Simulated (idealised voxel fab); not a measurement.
process module | voxel ribs on slabs
cross-section cut | 195 nm wide | cells 5 nm
A cross-section is a grid of square cells, given in bands from the top down. A band is one or more rows of cells.
Each band's line starts with the height of the band's top and of its bottom, in nm. Then come its materials from left to right, each with its width in nm. One material with "throughout" fills the band from edge to edge. "air" is empty space.
Height 0 is the level under which the wafer as received is all one material. The lowest band goes on downwards, as in "0 down".
A width such as "30 to 40" changes by the same amount from each row of cells to the next, from the band's top row to its bottom row.
"no change" after a step means that no cell of the cross-section changed.
closed voids: empty space of 8 cells or more with no open way to the top, each as width x height at its distance from the left edge, in nm
after a step's settings: what the simulator itself notes on the step
overlay nm, on a step with a mask: how far to the right of its planned place the mask lay; to the left if negative
plan
1 op RECEIVE | material Si
2 op DIRECTIONAL_DEP | material SiO2 | thk nm 25
3 op DIRECTIONAL_DEP | material polySi | thk nm 15
4 op DIRECTIONAL_DEP | material aC | thk nm 15
5 op PATTERN | tone cover | mask id RIB | material resist | width nm 15 | thk nm 35 | overlay nm 0
6 op DIRECTIONAL_ETCH | etch materials aC | depth nm 15
7 op STRIP | etch materials resist
8 op DIRECTIONAL_ETCH | etch materials polySi | depth nm 10
9 op STRIP | etch materials aC
10 op MASKED_ETCH | tone cover | mask id SLAB | width nm 45 | etch materials polySi | depth nm 5 | overlay nm 0
11 op FILL_DEP | material SiO2 | thk nm 20
12 op CMP | height nm 50
13 op DIRECTIONAL_DEP | material W | thk nm 5
14 op PATTERN | tone cover | mask id HEATER | material resist | width nm 25 | thk nm 15 | overlay nm 0
15 op DIRECTIONAL_ETCH | etch materials W | depth nm 5
16 op STRIP | etch materials resist
17 op CONFORMAL_DEP | material SiN | thk nm 5
as received, after step 1
  0 down: Si throughout
  closed voids: none
first wafer at the end, as planned
  60 to 55: air 80 | SiN 35 | air 80
  55 to 50: SiN 85 | W 25 | SiN 85
  50 to 40: SiO2 throughout
  40 to 30: SiO2 90 | polySi 15 | SiO2 90
  30 to 25: SiO2 75 | polySi 45 | SiO2 75
  25 to 0: SiO2 throughout
  0 down: Si throughout
  closed voids: none
second wafer at the end: like start, like plan, one mistake
  60 to 55: air 80 | SiN 35 | air 80
  55 to 50: SiN 85 | W 25 | SiN 85
  50 to 45: SiO2 throughout
  45 to 35: SiO2 90 | polySi 15 | SiO2 90
  35 to 30: SiO2 75 | polySi 45 | SiO2 75
  30 to 25: polySi throughout
  25 to 0: SiO2 throughout
  0 down: Si throughout
  closed voids: none
what went wrong: step 3 ran as: op DIRECTIONAL_DEP | material polySi | thk nm 20
at the end the second wafer has, in cells: 39 fewer of SiO2 | 39 more of polySi
